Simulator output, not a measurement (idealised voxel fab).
Process module under the name voxel self aligned contacts
Cross-sectional view cut (width: 235 nm; square cell size: 5 nm).
A cross-section is written here as square cells arranged in a grid, and it is given in bands from the top down, each band taking up one or more rows of cells.
A band entry consists of two parts. The first gives the height of the band's top and the height of its bottom, in nm. The rest lists the band's materials from left to right, each with its width in nm. A single material labelled with the word "full width" fills the band from edge to edge, and the word "air" marks empty space.
Measure heights from 0. That's the level where, below it, the as-received wafer is all one material. The lowest band is bottomless and extends downward; write it as in "from 0 down".
When a width is written as two numbers, as in "30..40", the first number is the width in the top row of cells of the band and the second is the width in its bottom row, and the width changes by the same amount from each row to the next.
"no modifications" -> step changed no cross-section cell.
Entry "Closed void roster" = empty spaces >= 8 cells with no open way to the top; each as width x height at distance, distance from left edge, all nm.
If you see something after the settings on a step's line, that's the simulator's own remark about that step.
Regarding "overlay nm": on a step with a mask, it is the distance the mask lay to the right of its planned place; a negative value places it to the left.
# Process steps (planned)
1. RECEIVE with material Si
2. OXIDIZE with depth nm 5
3. DIRECTIONAL_DEP with material polySi, thk nm 20
4. DIRECTIONAL_DEP with material SiN, thk nm 15
5. DIRECTIONAL_DEP with material aC, thk nm 15
6. PATTERN with tone cover, mask id GATE, material resist, width nm 35, pitch nm 60, thk nm 30, overlay nm 0
7. DIRECTIONAL_ETCH with etch materials aC, depth nm 15
8. STRIP with etch materials resist
9. DIRECTIONAL_ETCH with etch materials SiN, depth nm 15
10. DIRECTIONAL_ETCH with etch materials polySi, depth nm 20
11. STRIP with etch materials aC
12. CONFORMAL_DEP with material SiN, thk nm 5
13. DIRECTIONAL_ETCH with etch materials SiN, depth nm 5
14. FILL_DEP with material SiO2, thk nm 10
15. CMP with height nm 40
16. DIRECTIONAL_DEP with material aC, thk nm 10
17. PATTERN with tone open, mask id CONTACT, material resist, width nm 35, thk nm 30, overlay nm 0
18. DIRECTIONAL_ETCH with etch materials aC, depth nm 10
19. STRIP with etch materials resist
20. DIRECTIONAL_ETCH with etch materials SiO2, depth nm 45
21. STRIP with etch materials aC
22. CONFORMAL_DEP with material TiN, thk nm 5
23. FILL_DEP with material Ru, thk nm 10
24. CMP with height nm 40
25. CONFORMAL_DEP with material SiN, thk nm 5
# Cross-section: wafer on arrival = after step 1
    from 0 down | Si full width
    Closed void roster: none
# Same starting wafer, same plan as above, one mistake in the execution; this is the cross-section at the end of the module
    from 45 to 40 | SiN full width
    from 40 to 30 | SiO2 100 nm, then TiN 5..10 nm, then Ru 25..15 nm, then TiN 5..10 nm, then SiO2 100 nm
    from 30 to 20 | SiO2 70 nm, then SiN 35 nm, then TiN 5 nm, then Ru 15 nm, then TiN 5 nm, then SiN 35 nm, then SiO2 70 nm
    from 20 to 0 | SiO2 70 nm, then polySi 35 nm, then TiN 5 nm, then Ru 15 nm, then TiN 5 nm, then polySi 35 nm, then SiO2 70 nm
    from 0 to -5 | SiO2 105 nm, then TiN 25 nm, then SiO2 105 nm
    from -5 down | Si full width
    Closed void roster: none
Short version of what went wrong: no execution of plan step 12; skipped
